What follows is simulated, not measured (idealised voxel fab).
Process module, titled voxel ribs on slabs
Cross-section cut: width 185 nm, square cells of 5 nm.
Throughout this document, each cross-section is represented as a grid of square cells and is presented as a sequence of bands enumerated from the top downward, where a band comprises one or more rows of cells.
The band entry comprises the height of the band's top followed by the height of its bottom, expressed in nm, and subsequently the band's materials from left to right, each stated together with its width in nm. Where a single material is marked with the word "edge to edge", that material fills the band from edge to edge. The word "empty" represents empty space.
Beneath 0, the wafer as received is one material, and that level is where height counting begins. The lowest band goes on downward without a bottom; it is written like "top 0, no bottom".
Top row gets the first number, bottom row gets the second, and each row in between changes by the same step: that is how a band width like "30->40" works.
"no alteration" -> step changed no cross-section cell.
The list in "Tabulated closed voids" covers empty spaces of 8 cells or more that cannot reach the top through any open way, and it gives each as width x height at distance; the distance is from the left edge, and width, height and distance are in nm.
If you see something after the settings on a step's line, that's the simulator's own remark about that step.
The "overlay nm" setting may appear on a step's line; for a step that uses a mask, it gives how far to the right of its planned position the mask lay, and a negative value indicates the left.

Process steps - plan
- 1: RECEIVE: material Si
- 2: DIRECTIONAL_DEP: material SiO2, thk nm 30
- 3: DIRECTIONAL_DEP: material SiN, thk nm 15
- 4: DIRECTIONAL_DEP: material aC, thk nm 15
- 5: PATTERN: tone cover, mask id RIB, material resist, width nm 30, thk nm 35, overlay nm 0
- 6: DIRECTIONAL_ETCH: etch materials aC, depth nm 15
- 7: STRIP: etch materials resist
- 8: DIRECTIONAL_ETCH: etch materials SiN, depth nm 5
- 9: STRIP: etch materials aC
- 10: DIRECTIONAL_DEP: material aC, thk nm 10
- 11: PATTERN: tone cover, mask id SLAB, material resist, width nm 80, thk nm 30, overlay nm 0
- 12: DIRECTIONAL_ETCH: etch materials aC, depth nm 10
- 13: STRIP: etch materials resist
- 14: DIRECTIONAL_ETCH: etch materials SiN, depth nm 10
- 15: STRIP: etch materials aC
- 16: FILL_DEP: material SiO2, thk nm 15
- 17: CMP: height nm 55
- 18: DIRECTIONAL_DEP: material W, thk nm 10
- 19: MASKED_ETCH: tone cover, mask id HEATER, width nm 40, etch materials W, depth nm 10, overlay nm 0
- 20: CONFORMAL_DEP: material SiN, thk nm 10

Account of the first of two wafers, which was processed as intended

Received-state cross-section, reflecting completion of step 1
> top 0, no bottom: Si edge to edge
> Tabulated closed voids: none

Upon completion of step 2, the wafer appears in cross-section as shown
> top 30, bottom 0: SiO2 edge to edge
> Whatever lies below 0 is exactly as it was before.

Upon completion of step 3, the wafer appears in cross-section as shown
> top 45, bottom 30: SiN edge to edge
> Whatever lies below 30 is exactly as it was before.

Upon completion of step 4, the wafer appears in cross-section as shown
> top 60, bottom 45: aC edge to edge
> Whatever lies below 45 is exactly as it was before.

Upon completion of step 5, the wafer appears in cross-section as shown
> top 95, bottom 60: 75 empty; 30 resist; 80 empty
> Whatever lies below 60 is exactly as it was before.

Upon completion of step 6, the wafer appears in cross-section as shown
> top 80, bottom 60: 75 empty; 30 resist; 80 empty
> top 60, bottom 45: 75 empty; 30 aC; 80 empty
> Whatever lies below 45 is exactly as it was before.

Upon completion of step 7, the wafer appears in cross-section as shown
> top 60, bottom 45: 75 empty; 30 aC; 80 empty
> Whatever lies below 45 is exactly as it was before.

Upon completion of step 8, the wafer appears in cross-section as shown
> top 60, bottom 45: 75 empty; 30 aC; 80 empty
> top 45, bottom 40: 75 empty; 30 SiN; 80 empty
> Whatever lies below 40 is exactly as it was before.

Upon completion of step 9, the wafer appears in cross-section as shown
> top 45, bottom 40: 75 empty; 30 SiN; 80 empty
> Whatever lies below 40 is exactly as it was before.

Upon completion of step 10, the wafer appears in cross-section as shown
> top 55, bottom 50: 75 empty; 30 aC; 80 empty
> top 50, bottom 45: aC edge to edge
> top 45, bottom 40: 75 aC; 30 SiN; 80 aC
> Whatever lies below 40 is exactly as it was before.

Upon completion of step 11, the wafer appears in cross-section as shown
> top 85, bottom 55: 50 empty; 80 resist; 55 empty
> top 55, bottom 50: 50 empty; 25 resist; 30 aC; 25 resist; 55 empty
> Whatever lies below 50 is exactly as it was before.

Upon completion of step 12, the wafer appears in cross-section as shown
> top 75, bottom 55: 50 empty; 80 resist; 55 empty
> top 55, bottom 50: 50 empty; 25 resist; 30 aC; 25 resist; 55 empty
> top 50, bottom 45: 50 empty; 80 aC; 55 empty
> top 45, bottom 40: 50 empty; 25 aC; 30 SiN; 25 aC; 55 empty
> Whatever lies below 40 is exactly as it was before.

Upon completion of step 13, the wafer appears in cross-section as shown
> top 55, bottom 45: 75->50 empty; 30->80 aC; 80->55 empty
> Whatever lies below 45 is exactly as it was before.

Upon completion of step 14, the wafer appears in cross-section as shown
> top 55, bottom 45: 75->50 empty; 30->80 aC; 80->55 empty
> top 45, bottom 40: 50 empty; 25 aC; 30 SiN; 25 aC; 55 empty
> top 40, bottom 30: 50 empty; 80 SiN; 55 empty
> Whatever lies below 30 is exactly as it was before.

Upon completion of step 15, the wafer appears in cross-section as shown
> top 45, bottom 40: 75 empty; 30 SiN; 80 empty
> Whatever lies below 40 is exactly as it was before.

Upon completion of step 16, the wafer appears in cross-section as shown
> top 60, bottom 45: SiO2 edge to edge
> top 45, bottom 40: 75 SiO2; 30 SiN; 80 SiO2
> top 40, bottom 30: 50 SiO2; 80 SiN; 55 SiO2
> Whatever lies below 30 is exactly as it was before.

Upon completion of step 17, the wafer appears in cross-section as shown
> top 55, bottom 45: SiO2 edge to edge
> Whatever lies below 45 is exactly as it was before.

Upon completion of step 18, the wafer appears in cross-section as shown
> top 65, bottom 55: W edge to edge
> Whatever lies below 55 is exactly as it was before.

Upon completion of step 19, the wafer appears in cross-section as shown
> top 65, bottom 55: 70 empty; 40 W; 75 empty
> Whatever lies below 55 is exactly as it was before.

Upon completion of step 20, the wafer appears in cross-section as shown
> top 75, bottom 65: 60 empty; 60 SiN; 65 empty
> top 65, bottom 55: 70 SiN; 40 W; 75 SiN
> Whatever lies below 55 is exactly as it was before.

Second wafer, same starting conditions and recipe as the first, one mistake in executing it, nothing differs from the first up to and including step 2

Second wafer at the planned finish of step 3, seen in cross-section
> top 50, bottom 30: SiN edge to edge
> Whatever lies below 30 is exactly as it was before.

Second wafer at the planned finish of step 4, seen in cross-section
> top 65, bottom 50: aC edge to edge
> Whatever lies below 50 is exactly as it was before.

Second wafer at the planned finish of step 5, seen in cross-section
> top 100, bottom 65: 75 empty; 30 resist; 80 empty
> Whatever lies below 65 is exactly as it was before.

Second wafer at the planned finish of step 6, seen in cross-section
> top 85, bottom 65: 75 empty; 30 resist; 80 empty
> top 65, bottom 50: 75 empty; 30 aC; 80 empty
> Whatever lies below 50 is exactly as it was before.

Second wafer at the planned finish of step 7, seen in cross-section
> top 65, bottom 50: 75 empty; 30 aC; 80 empty
> Whatever lies below 50 is exactly as it was before.

Second wafer at the planned finish of step 8, seen in cross-section
> top 65, bottom 50: 75 empty; 30 aC; 80 empty
> top 50, bottom 45: 75 empty; 30 SiN; 80 empty
> Whatever lies below 45 is exactly as it was before.

Second wafer at the planned finish of step 9, seen in cross-section
> top 50, bottom 45: 75 empty; 30 SiN; 80 empty
> Whatever lies below 45 is exactly as it was before.

Second wafer at the planned finish of step 10, seen in cross-section
> top 60, bottom 55: 75 empty; 30 aC; 80 empty
> top 55, bottom 50: aC edge to edge
> top 50, bottom 45: 75 aC; 30 SiN; 80 aC
> Whatever lies below 45 is exactly as it was before.

Second wafer at the planned finish of step 11, seen in cross-section
> top 90, bottom 60: 50 empty; 80 resist; 55 empty
> top 60, bottom 55: 50 empty; 25 resist; 30 aC; 25 resist; 55 empty
> Whatever lies below 55 is exactly as it was before.

Second wafer at the planned finish of step 12, seen in cross-section
> top 80, bottom 60: 50 empty; 80 resist; 55 empty
> top 60, bottom 55: 50 empty; 25 resist; 30 aC; 25 resist; 55 empty
> top 55, bottom 50: 50 empty; 80 aC; 55 empty
> top 50, bottom 45: 50 empty; 25 aC; 30 SiN; 25 aC; 55 empty
> Whatever lies below 45 is exactly as it was before.

Second wafer at the planned finish of step 13, seen in cross-section
> top 60, bottom 50: 75->50 empty; 30->80 aC; 80->55 empty
> Whatever lies below 50 is exactly as it was before.

Second wafer at the planned finish of step 14, seen in cross-section
> top 60, bottom 50: 75->50 empty; 30->80 aC; 80->55 empty
> top 50, bottom 45: 50 empty; 25 aC; 30 SiN; 25 aC; 55 empty
> top 45, bottom 35: 50 empty; 80 SiN; 55 empty
> Whatever lies below 35 is exactly as it was before.

Second wafer at the planned finish of step 15, seen in cross-section
> top 50, bottom 45: 75 empty; 30 SiN; 80 empty
> Whatever lies below 45 is exactly as it was before.

Second wafer at the planned finish of step 16, seen in cross-section
> top 65, bottom 50: SiO2 edge to edge
> top 50, bottom 45: 75 SiO2; 30 SiN; 80 SiO2
> top 45, bottom 35: 50 SiO2; 80 SiN; 55 SiO2
> Whatever lies below 35 is exactly as it was before.

Second wafer at the planned finish of step 17, seen in cross-section
> top 55, bottom 50: SiO2 edge to edge
> Whatever lies below 50 is exactly as it was before.

Second wafer at the planned finish of step 18, seen in cross-section
> top 65, bottom 55: W edge to edge
> Whatever lies below 55 is exactly as it was before.

Second wafer at the planned finish of step 19, seen in cross-section
> top 65, bottom 55: 70 empty; 40 W; 75 empty
> Whatever lies below 55 is exactly as it was before.

Second wafer at the planned finish of step 20, seen in cross-section
> top 75, bottom 65: 60 empty; 60 SiN; 65 empty
> top 65, bottom 55: 70 SiN; 40 W; 75 SiN
> Whatever lies below 55 is exactly as it was before.
What went wrong in running the wafer? step 3 did not happen as planned, as run it was DIRECTIONAL_DEP: material SiN, thk nm 20
at the end the second wafer has, in cells: SiN: 37 more | SiO2: 37 fewer
